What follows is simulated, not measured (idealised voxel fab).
A process module follows: voxel lift off.
Displayed cross-section: cut, width of 180 nm, square cells sized 5 nm.
Heads up, the way a cross-section reads in here is a grid of square cells, handed over as bands from the top down, with every band being one or more rows of cells. Quick guide to a band line: top height, bottom height (nm) up front; then every material left to right with its width in nm. Only one material and it's marked "everywhere"? Then it fills the band edge to edge. And "empty" just means empty space. Counting heights begins at 0, where everything beneath is, in the wafer as received, one material. The lowest band has no bottom; it goes on downwards, as "0..down" shows. It should be noted that a width expressed as "30 to 40" varies in equal increments from row to row of cells within the band, taking the value of the first number at the top row and that of the second number at the bottom row. A step reported as "no modification" is a step in which no cell of the cross-section changed. Empty spaces without an open route to the top, at least 8 cells in extent, make up the entry "Sealed-off cavities"; each is given as width x height at distance, where the distance is measured from the left edge, and all are in nm. Heads up: the bit after the settings on a step's line is the simulator's remark on that step. What "overlay nm" on a step's line means: if the step has a mask, that mask lay this far to the right of its planned place, or, when the value is negative, to the left.
[Intended process steps]
1,RECEIVE (material Si)
2,CONFORMAL_DEP (material SiO2; thk nm 10)
3,PATTERN (tone open; mask id LINES; material resist; width nm 15; pitch nm 35; thk nm 15; overlay nm 0)
4,DIRECTIONAL_DEP (material Ru; thk nm 5)
5,STRIP (etch materials resist)
6,CONFORMAL_DEP (material SiO2; thk nm 10)
[Incoming wafer in cross-section (state: after step 1)]
  0..down: Si everywhere
  Sealed-off cavities: none
[Cross-sectional image of the first of two wafers at the end of the module, the run having proceeded as planned]
  25..20: empty: 35  SiO2: 105  empty: 40
  20..15: SiO2 everywhere
  15..10: SiO2: 45  Ru: 15  SiO2: 20  Ru: 15  SiO2: 20  Ru: 15  SiO2: 50
  10..0: SiO2 everywhere
  0..down: Si everywhere
  Sealed-off cavities: none
[Cross-section, wafer two of two, end of module: same start and plan as wafer one, one error in execution]
  25..20: empty: 35  SiO2: 110  empty: 35
  20..15: SiO2 everywhere
  15..10: SiO2: 45  Ru: 20  SiO2: 15  Ru: 20  SiO2: 15  Ru: 20  SiO2: 45
  10..0: SiO2 everywhere
  0..down: Si everywhere
  Sealed-off cavities: none
In executing the process, a mistake was made relative to the plan: not per plan at step 3, really ran PATTERN (tone open; mask id LINES; material resist; width nm 20; pitch nm 35; thk nm 15; overlay nm 0)
Final wafer comparison in cells, second versus first, more or fewer per material: +3 Ru; -2 SiO2
